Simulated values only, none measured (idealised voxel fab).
Name of the process module below: voxel spacer lines
The cross-section on display is named cut; it measures 240 nm wide, and its cells are 5 nm squares.
Cross-section format: a grid of square cells, given as bands from top to bottom; each band is one or more rows of cells.
Look at the band entry: it leads with the top's height and the bottom's height in nm. Then it lists the materials left to right, with a width in nm for each. The word "edge to edge" on a single material says that material fills the band edge to edge. The word "empty" is empty space.
Height is counted from the level 0, under which the received wafer is composed throughout of one material. The lowest of the bands is not closed at the bottom but continues downward, in the notation "0 -> down".
Width spec "30->40" -> top row of cells at first value, bottom row at second value, equal per-row change in between.
Reading "remained unchanged" for a step: not a cell of the cross-section changed in it.
Voids not open to the top, 8 cells minimum: see "Encapsulated voids". Written width x height at distance; distance is from the left edge; nm.
Heads up: the bit after the settings on a step's line is the simulator's remark on that step.
You can add "overlay nm" to a step's line. For a step with a mask, it describes how far the mask lay to the right of its planned position, and a negative number describes a lay to the left.
Below is the list of planned process steps
step 1: RECEIVE: material Si
step 2: CONFORMAL_DEP: material Al2O3, thk nm 10
step 3: DIRECTIONAL_DEP: material polySi, thk nm 15
step 4: DIRECTIONAL_DEP: material aC, thk nm 25
step 5: PATTERN: tone cover, mask id MANDREL, material resist, width nm 25, pitch nm 70, thk nm 30, overlay nm 0
step 6: DIRECTIONAL_ETCH: etch materials aC, depth nm 25
step 7: STRIP: etch materials resist
step 8: CONFORMAL_DEP: material SiN, thk nm 10
step 9: DIRECTIONAL_ETCH: etch materials SiN, depth nm 10
step 10: STRIP: etch materials aC
step 11: DIRECTIONAL_ETCH: etch materials polySi, depth nm 15
step 12: STRIP: etch materials SiN
First wafer out of two, processed as planned
Cross-section of the wafer at receipt, which is the condition after step 1
- 0 -> down  Si edge to edge
- Encapsulated voids: none
Once step 2 is through, the wafer looks like this in cross-section
- 10 -> 0  Al2O3 edge to edge
- All layers under 0 are left as they were.
Once step 3 is through, the wafer looks like this in cross-section
- 25 -> 10  polySi edge to edge
- All layers under 10 are left as they were.
Once step 4 is through, the wafer looks like this in cross-section
- 50 -> 25  aC edge to edge
- All layers under 25 are left as they were.
Once step 5 is through, the wafer looks like this in cross-section
- 80 -> 50  70 nm empty, then 25 nm resist, then 45 nm empty, then 25 nm resist, then 75 nm empty
- All layers under 50 are left as they were.
Once step 6 is through, the wafer looks like this in cross-section
- 55 -> 50  70 nm empty, then 25 nm resist, then 45 nm empty, then 25 nm resist, then 75 nm empty
- 50 -> 25  70 nm empty, then 25 nm aC, then 45 nm empty, then 25 nm aC, then 75 nm empty
- All layers under 25 are left as they were.
Once step 7 is through, the wafer looks like this in cross-section
- 50 -> 25  70 nm empty, then 25 nm aC, then 45 nm empty, then 25 nm aC, then 75 nm empty
- All layers under 25 are left as they were.
Once step 8 is through, the wafer looks like this in cross-section
- 60 -> 50  60 nm empty, then 45 nm SiN, then 25 nm empty, then 45 nm SiN, then 65 nm empty
- 50 -> 35  60 nm empty, then 10 nm SiN, then 25 nm aC, then 10 nm SiN, then 25 nm empty, then 10 nm SiN, then 25 nm aC, then 10 nm SiN, then 65 nm empty
- 35 -> 25  70 nm SiN, then 25 nm aC, then 45 nm SiN, then 25 nm aC, then 75 nm SiN
- All layers under 25 are left as they were.
Once step 9 is through, the wafer looks like this in cross-section
- 50 -> 25  60 nm empty, then 10 nm SiN, then 25 nm aC, then 10 nm SiN, then 25 nm empty, then 10 nm SiN, then 25 nm aC, then 10 nm SiN, then 65 nm empty
- All layers under 25 are left as they were.
Once step 10 is through, the wafer looks like this in cross-section
- 50 -> 25  60 nm empty, then 10 nm SiN, then 25 nm empty, then 10 nm SiN, then 25 nm empty, then 10 nm SiN, then 25 nm empty, then 10 nm SiN, then 65 nm empty
- All layers under 25 are left as they were.
Once step 11 is through, the wafer looks like this in cross-section
- 50 -> 25  60 nm empty, then 10 nm SiN, then 25 nm empty, then 10 nm SiN, then 25 nm empty, then 10 nm SiN, then 25 nm empty, then 10 nm SiN, then 65 nm empty
- 25 -> 10  60 nm empty, then 10 nm polySi, then 25 nm empty, then 10 nm polySi, then 25 nm empty, then 10 nm polySi, then 25 nm empty, then 10 nm polySi, then 65 nm empty
- All layers under 10 are left as they were.
Once step 12 is through, the wafer looks like this in cross-section
- 25 -> 10  60 nm empty, then 10 nm polySi, then 25 nm empty, then 10 nm polySi, then 25 nm empty, then 10 nm polySi, then 25 nm empty, then 10 nm polySi, then 65 nm empty
- All layers under 10 are left as they were.
Second Wafer (Identical Start and Plan, One Processing Error; Matches First Wafer Through Step 4)
when step 5 should have ended
- 80 -> 50  80 nm empty, then 25 nm resist, then 45 nm empty, then 25 nm resist, then 65 nm empty
- All layers under 50 are left as they were.
when step 6 should have ended
- 55 -> 50  80 nm empty, then 25 nm resist, then 45 nm empty, then 25 nm resist, then 65 nm empty
- 50 -> 25  80 nm empty, then 25 nm aC, then 45 nm empty, then 25 nm aC, then 65 nm empty
- All layers under 25 are left as they were.
when step 7 should have ended
- 50 -> 25  80 nm empty, then 25 nm aC, then 45 nm empty, then 25 nm aC, then 65 nm empty
- All layers under 25 are left as they were.
when step 8 should have ended
- 60 -> 50  70 nm empty, then 45 nm SiN, then 25 nm empty, then 45 nm SiN, then 55 nm empty
- 50 -> 35  70 nm empty, then 10 nm SiN, then 25 nm aC, then 10 nm SiN, then 25 nm empty, then 10 nm SiN, then 25 nm aC, then 10 nm SiN, then 55 nm empty
- 35 -> 25  80 nm SiN, then 25 nm aC, then 45 nm SiN, then 25 nm aC, then 65 nm SiN
- All layers under 25 are left as they were.
when step 9 should have ended
- 50 -> 25  70 nm empty, then 10 nm SiN, then 25 nm aC, then 10 nm SiN, then 25 nm empty, then 10 nm SiN, then 25 nm aC, then 10 nm SiN, then 55 nm empty
- All layers under 25 are left as they were.
when step 10 should have ended
- 50 -> 25  70 nm empty, then 10 nm SiN, then 25 nm empty, then 10 nm SiN, then 25 nm empty, then 10 nm SiN, then 25 nm empty, then 10 nm SiN, then 55 nm empty
- All layers under 25 are left as they were.
when step 11 should have ended
- 50 -> 25  70 nm empty, then 10 nm SiN, then 25 nm empty, then 10 nm SiN, then 25 nm empty, then 10 nm SiN, then 25 nm empty, then 10 nm SiN, then 55 nm empty
- 25 -> 10  70 nm empty, then 10 nm polySi, then 25 nm empty, then 10 nm polySi, then 25 nm empty, then 10 nm polySi, then 25 nm empty, then 10 nm polySi, then 55 nm empty
- All layers under 10 are left as they were.
when step 12 should have ended
- 25 -> 10  70 nm empty, then 10 nm polySi, then 25 nm empty, then 10 nm polySi, then 25 nm empty, then 10 nm polySi, then 25 nm empty, then 10 nm polySi, then 55 nm empty
- All layers under 10 are left as they were.
The mistake made against the process plan was this: off-plan run, step 5, actual operation and settings PATTERN: tone cover, mask id MANDREL, material resist, width nm 25, pitch nm 70, thk nm 30, overlay nm 10
Tallied in cells, the final second wafer holds each material in the same quantity as the first, although not at the same places.
